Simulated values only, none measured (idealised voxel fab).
process module | voxel fin reveal
cross-section cut | 280 nm wide | cells 5 nm
A cross-section is a grid of square cells, given in bands from the top down. A band is one or more rows of cells.
Each band's line starts with the height of the band's top and of its bottom, in nm. Then come its materials from left to right, each with its width in nm. One material with "throughout" fills the band from edge to edge. "air" is empty space.
Height 0 is the level under which the wafer as received is all one material. The lowest band goes on downwards, as in "0 down".
A width such as "30 to 40" changes by the same amount from each row of cells to the next, from the band's top row to its bottom row.
"no change" after a step means that no cell of the cross-section changed.
closed voids: empty space of 8 cells or more with no open way to the top, each as width x height at its distance from the left edge, in nm
after a step's settings: what the simulator itself notes on the step
overlay nm, on a step with a mask: how far to the right of its planned place the mask lay; to the left if negative
plan
1 op RECEIVE | material Si
2 op CONFORMAL_DEP | material SiN | thk nm 10
3 op MASKED_ETCH | tone cover | mask id FINS | width nm 15 | pitch nm 40 | etch materials SiN | depth nm 10 | overlay nm 0
4 op MASKED_ETCH | tone cover | mask id FINS | width nm 15 | pitch nm 40 | etch materials Si | depth nm 40 | overlay nm 0
5 op FILL_DEP | material SiO2 | thk nm 5
6 op CMP | height nm 10
7 op SELECTIVE_ETCH | etch materials SiO2 | depth nm 40
8 op STRIP | etch materials SiN
first wafer, as planned
as received, after step 1
  0 down: Si throughout
  closed voids: none
after step 2
  10 to 0: SiN throughout
  below 0: unchanged
after step 3
  10 to 0: air 70 | SiN 15 | air 25 | SiN 15 | air 25 | SiN 15 | air 25 | SiN 15 | air 75
  below 0: unchanged
after step 4
  10 to 0: air 70 | SiN 15 | air 25 | SiN 15 | air 25 | SiN 15 | air 25 | SiN 15 | air 75
  0 to -40: air 70 | Si 15 | air 25 | Si 15 | air 25 | Si 15 | air 25 | Si 15 | air 75
  below -40: unchanged
after step 5
  15 to 10: SiO2 throughout
  10 to 0: SiO2 70 | SiN 15 | SiO2 25 | SiN 15 | SiO2 25 | SiN 15 | SiO2 25 | SiN 15 | SiO2 75
  0 to -40: SiO2 70 | Si 15 | SiO2 25 | Si 15 | SiO2 25 | Si 15 | SiO2 25 | Si 15 | SiO2 75
  below -40: unchanged
after step 6
  10 to 0: SiO2 70 | SiN 15 | SiO2 25 | SiN 15 | SiO2 25 | SiN 15 | SiO2 25 | SiN 15 | SiO2 75
  below 0: unchanged
after step 7
  10 to 0: air 70 | SiN 15 | air 25 | SiN 15 | air 25 | SiN 15 | air 25 | SiN 15 | air 75
  0 to -30: air 70 | Si 15 | air 25 | Si 15 | air 25 | Si 15 | air 25 | Si 15 | air 75
  below -30: unchanged
after step 8
  0 to -30: air 70 | Si 15 | air 25 | Si 15 | air 25 | Si 15 | air 25 | Si 15 | air 75
  below -30: unchanged
second wafer: like start, like plan, one mistake. Through step 6 it matches the first wafer
when step 7 should have ended
  10 to 0: SiO2 70 | air 15 | SiO2 25 | air 15 | SiO2 25 | air 15 | SiO2 25 | air 15 | SiO2 75
  below 0: unchanged
when step 8 should have ended
  0 to -30: air 70 | Si 15 | air 25 | Si 15 | air 25 | Si 15 | air 25 | Si 15 | air 75
  -30 to -40: SiO2 30 | air 40 | Si 15 | air 25 | Si 15 | air 25 | Si 15 | air 25 | Si 15 | air 40 | SiO2 35
  below -40: unchanged
what went wrong: steps 7 and 8 were swapped
at the end the second wafer has, in cells: 62 fewer of SiO2
